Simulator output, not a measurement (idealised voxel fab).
process module | voxel transistor to metal
cross-section cut | 170 nm wide | cells 5 nm
A cross-section is a grid of square cells, given in bands from the top down. A band is one or more rows of cells.
Each band's line starts with the height of the band's top and of its bottom, in nm. Then come its materials from left to right, each with its width in nm. One material with "throughout" fills the band from edge to edge. "air" is empty space.
Height 0 is the level under which the wafer as received is all one material. The lowest band goes on downwards, as in "0 down".
A width such as "30 to 40" changes by the same amount from each row of cells to the next, from the band's top row to its bottom row.
"no change" after a step means that no cell of the cross-section changed.
closed voids: empty space of 8 cells or more with no open way to the top, each as width x height at its distance from the left edge, in nm
after a step's settings: what the simulator itself notes on the step
overlay nm, on a step with a mask: how far to the right of its planned place the mask lay; to the left if negative
plan
1 op RECEIVE | material Si
2 op OXIDIZE | depth nm 5
3 op CONFORMAL_DEP | material SiN | thk nm 10
4 op DIRECTIONAL_DEP | material aC | thk nm 10
5 op PATTERN | tone cover | mask id ACTIVE | material resist | width nm 105 | thk nm 25 | overlay nm 0
6 op DIRECTIONAL_ETCH | etch materials aC | depth nm 10
7 op STRIP | etch materials resist
8 op DIRECTIONAL_ETCH | etch materials SiN | depth nm 10
9 op DIRECTIONAL_ETCH | etch materials SiO2 | depth nm 5
10 op DIRECTIONAL_ETCH | etch materials Si | depth nm 30
11 op STRIP | etch materials aC
12 op FILL_DEP | material SiO2 | thk nm 10
13 op CMP | height nm 10
14 op SELECTIVE_ETCH | etch materials SiO2 | depth nm 10
15 op STRIP | etch materials SiN
16 op SELECTIVE_ETCH | etch materials SiO2 | depth nm 5
17 op OXIDIZE | depth nm 5
18 op DIRECTIONAL_DEP | material polySi | thk nm 30
19 op DIRECTIONAL_DEP | material SiCN | thk nm 15
20 op DIRECTIONAL_DEP | material aC | thk nm 10
21 op PATTERN | tone cover | mask id GATE | material resist | width nm 25 | thk nm 25 | overlay nm 0
22 op DIRECTIONAL_ETCH | etch materials aC | depth nm 10
23 op STRIP | etch materials resist
24 op DIRECTIONAL_ETCH | etch materials SiCN | depth nm 25
25 op DIRECTIONAL_ETCH | etch materials polySi | depth nm 40
26 op STRIP | etch materials aC
27 op CONFORMAL_DEP | material SiN | thk nm 10
28 op DIRECTIONAL_ETCH | etch materials SiN | depth nm 10
29 op DIRECTIONAL_ETCH | etch materials SiO2 | depth nm 5
30 op DIRECTIONAL_ETCH | etch materials Si | depth nm 5
31 op EPI | material nSi | thk nm 5
32 op FILL_DEP | material SiO2 | thk nm 5
33 op CMP | height nm 25
34 op STRIP | etch materials polySi
35 op SELECTIVE_ETCH | etch materials SiO2 | depth nm 5
36 op CONFORMAL_DEP | material HfO2 | thk nm 5
37 op CONFORMAL_DEP | material TiN | thk nm 5
38 op FILL_DEP | material W | thk nm 5
39 op CMP | height nm 20
40 op DIRECTIONAL_DEP | material SiO2 | thk nm 10
41 op MASKED_ETCH | tone open | mask id CONTACT | width nm 20 | pitch nm 75 | etch materials SiO2 | depth nm 40 | overlay nm 0
42 op CONFORMAL_DEP | material TiN | thk nm 5
43 op FILL_DEP | material Ru | thk nm 10
44 op CMP | height nm 30
45 op CONFORMAL_DEP | material SiCN | thk nm 5
46 op DIRECTIONAL_DEP | material SiO2 | thk nm 25
47 op DIRECTIONAL_DEP | material aC | thk nm 10
48 op PATTERN | tone open | mask id METAL_1 | material resist | width nm 20 | pitch nm 75 | thk nm 30 | overlay nm 0
49 op DIRECTIONAL_ETCH | etch materials aC | depth nm 10
50 op STRIP | etch materials resist
51 op DIRECTIONAL_ETCH | etch materials SiO2 | depth nm 25
52 op DIRECTIONAL_ETCH | etch materials SiCN | depth nm 5
53 op STRIP | etch materials aC
54 op CONFORMAL_DEP | material TiN | thk nm 5
55 op FILL_DEP | material Cu | thk nm 5
56 op CMP | height nm 60
57 op CONFORMAL_DEP | material SiN | thk nm 5
as received, after step 1
  0 down: Si throughout
  closed voids: none
first wafer at the end, as planned
  65 to 60: SiN throughout
  60 to 35: SiO2 35 | TiN 5 | Cu 10 | TiN 5 | SiO2 55 | TiN 5 | Cu 10 | TiN 5 | SiO2 40
  35 to 30: SiCN 35 | TiN 20 | SiCN 55 | TiN 20 | SiCN 40
  30 to 20: SiO2 35 | TiN 5 | Ru 10 | TiN 5 | SiO2 55 | TiN 5 | Ru 10 | TiN 5 | SiO2 40
  20 to 0: SiO2 35 | TiN 5 | Ru 10 | TiN 5 | SiO2 5 | SiN 10 | HfO2 5 | TiN 5 | W 5 | TiN 5 | HfO2 5 | SiN 10 | SiO2 5 | TiN 5 | Ru 10 | TiN 5 | SiO2 40
  0 to -5: SiO2 35 | TiN 5 | Ru 10 | TiN 5 | SiO2 5 | SiN 10 | HfO2 5 | TiN 15 | HfO2 5 | SiN 10 | SiO2 5 | TiN 5 | Ru 10 | TiN 5 | SiO2 40
  -5 to -10: SiO2 35 | TiN 20 | nSi 5 | SiO2 5 | HfO2 35 | SiO2 5 | nSi 5 | TiN 20 | SiO2 40
  -10 to -15: SiO2 30 | nSi 30 | Si 45 | nSi 30 | SiO2 35
  -15 to -35: SiO2 30 | Si 105 | SiO2 35
  -35 down: Si throughout
  closed voids: none
second wafer at the end: like start, like plan, one mistake
  65 to 60: SiN throughout
  60 to 35: SiO2 35 | TiN 5 | Cu 10 | TiN 5 | SiO2 55 | TiN 5 | Cu 10 | TiN 5 | SiO2 40
  35 to 30: SiCN 35 | TiN 20 | SiCN 55 | TiN 20 | SiCN 40
  30 to 20: SiO2 35 | TiN 5 | Ru 10 | TiN 5 | SiO2 55 | TiN 5 | Ru 10 | TiN 5 | SiO2 40
  20 to -5: SiO2 35 | TiN 5 | Ru 10 | TiN 5 | SiO2 10 | SiN 10 | HfO2 5 | TiN 10 | HfO2 5 | SiN 10 | SiO2 5 | TiN 5 | Ru 10 | TiN 5 | SiO2 40
  -5 to -10: SiO2 35 | TiN 20 | SiO2 5 | nSi 5 | SiO2 5 | HfO2 30 | SiO2 5 | nSi 5 | TiN 20 | SiO2 40
  -10 to -15: SiO2 30 | nSi 35 | Si 40 | nSi 30 | SiO2 35
  -15 to -35: SiO2 30 | Si 105 | SiO2 35
  -35 down: Si throughout
  closed voids: none
what went wrong: step 21 ran as: op PATTERN | tone cover | mask id GATE | material resist | width nm 20 | thk nm 25 | overlay nm 0
at the end the second wafer has, in cells: 1 fewer of HfO2 | 1 fewer of Si | 6 more of SiO2 | 1 fewer of TiN | 4 fewer of W | 1 more of nSi
